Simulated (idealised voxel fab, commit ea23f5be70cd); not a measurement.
Process module heading - voxel capacitor over wiring
Xsec cut, 250 nm wide, square cell size 5 nm.
When this document writes out a cross-section, it uses a grid of square cells and lists it as bands, beginning at the top and moving down, with a band standing for one or more rows of cells. Read a band's entry like this: the first values are the height of its top and the height of its bottom in nm, and what follows is the sequence of materials from left to right, each with its width in nm. Note that "empty" is empty space, and that a single material marked "throughout" reaches across the band from edge to edge. Beneath 0, the wafer as received is one material, and that level is where height counting begins. The lowest band goes on downward without a bottom; it is written like "top 0, no bottom". The notation "30 to 40" denotes a width that varies across the rows of cells in the band, beginning at the first number in the top row, finishing at the second number in the bottom row, and changing by an identical amount from each row to the next. Where a step carries "nothing changed", the cross-section came out of it unchanged, cell for cell. Heads up: "Enclosed cavity list" only lists the empty pockets with no open path to the top that are 8 cells or more, and it writes them as width x height at distance, distance from the left edge, in nm. On a step's line, text after the settings is the simulator commenting on that step. If you see "overlay nm" on a step's line and that step has a mask, it's telling you how far right of where it was planned the mask ended up; a negative number means it went left instead. Pairs follow: section before one process step, section after it down to the lowest changed band, step with settings underneath. Pairs may come from different runs of this module on the same starting wafer; continuity with the pair above only as stated in the "Ahead of processing" entry.
# Ahead of processing
	top 90, bottom 85 | W throughout
	top 85, bottom 80 | TiN=90  W=5  TiN=155
	top 80, bottom 75 | SiO2=85  TiN=5  W=5  TiN=5  SiO2=150
	top 75, bottom 70 | SiO2=85  TiN=15  SiO2=150
	top 70, bottom 65 | SiO2 throughout
	top 65, bottom 60 | SiO2=75  TiN=75  SiO2=100
	top 60, bottom 55 | SiO2=75  HfO2=75  SiO2=100
	top 55, bottom 50 | TiN=70  SiO2=5  TiN=75  SiO2=5  TiN=95
	top 50, bottom 40 | lowk=75  Ru=15  lowk=160
	top 40, bottom 35 | SiCN=75  Ru=15  SiCN=160
	top 35, bottom 15 | lowk=60  TiN=5  W=20  TiN=5  lowk=70  TiN=5  W=20  TiN=5  lowk=60
	top 15, bottom 10 | SiCN=60  TiN=30  SiCN=70  TiN=30  SiCN=60
	top 10, bottom 0 | SiO2 throughout
	top 0, no bottom | Si throughout
	Enclosed cavity list: none
# Post-Step Geometry
	top 80, bottom 75 | SiO2=85  TiN=5  W=5  TiN=5  SiO2=150
	Nothing below the height 75 has changed.
	Enclosed cavity list: none
The cross-sections above show the structure before and after this step: CMP,height nm 80
Ahead of processing: as shown after the step in the preceding pair, directly above.
# Post-Step Geometry
	top 85, bottom 80 | SiCN throughout
	Nothing below the height 80 has changed.
	Enclosed cavity list: none
The cross-sections above show the structure before and after this step: CONFORMAL_DEP,material SiCN,thk nm 5
